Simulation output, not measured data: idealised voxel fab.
Name of the process module below: voxel released beams
For reference, the cross-section in this document is cut, with width 185 nm and square cells of 5 nm.
Cross-section layout: square cells on a grid; listed as bands, top to bottom; a band spans one or more cell rows.
For a band, the entry starts with two heights in nm, that of the top and then that of the bottom, and carries on with the band's materials in order from left to right, each alongside its width in nm; the word "throughout" beside a single material means it fills the band edge to edge, and "blank" means empty space.
Counting heights begins at 0, where everything beneath is, in the wafer as received, one material. The lowest band has no bottom; it goes on downwards, as "0..down" shows.
Width "30..40": first value at the band's top row of cells, second value at its bottom row, equal change from row to row.
Reading "remained the same" for a step: not a cell of the cross-section changed in it.
Closed-off voids of 8+ cells (no open route to the top) go in "Encapsulated voids", written width x height at distance from the left edge, in nm.
Note: text after step settings on the step line = simulator remark on that step.
The optional step-line setting "overlay nm" applies to steps with a mask and quantifies how far to the right of its planned location the mask lay, a negative value indicating leftward placement.
# Below is the list of planned process steps
1,RECEIVE [material Si]
2,CONFORMAL_DEP [material SiN] [thk nm 10]
3,DIRECTIONAL_DEP [material SiO2] [thk nm 10]
4,PATTERN [tone open] [mask id ANCHOR] [material resist] [width nm 25] [thk nm 15] [overlay nm 0]
5,DIRECTIONAL_ETCH [etch materials SiO2] [depth nm 10]
6,STRIP [etch materials resist]
7,CONFORMAL_DEP [material TiN] [thk nm 10]
8,MASKED_ETCH [tone cover] [mask id BEAM] [width nm 95] [etch materials TiN] [depth nm 10] [overlay nm 0]
9,STRIP [etch materials SiO2]
# So this is the incoming wafer in cross-section - it's already been through step 1
* 0..down: Si throughout
* Encapsulated voids: none
# Cross-sectional result after module completion. Note: starting condition and plan are unchanged from above; one processing mistake was made
* 30..20: 40 of blank  95 of TiN  50 of blank
* 20..10: SiN throughout
* 10..0: SiO2 throughout
* 0..down: Si throughout
* Encapsulated voids: none
Want to know what went wrong? contrary to the plan, steps 2 and 3 were processed in exchanged order
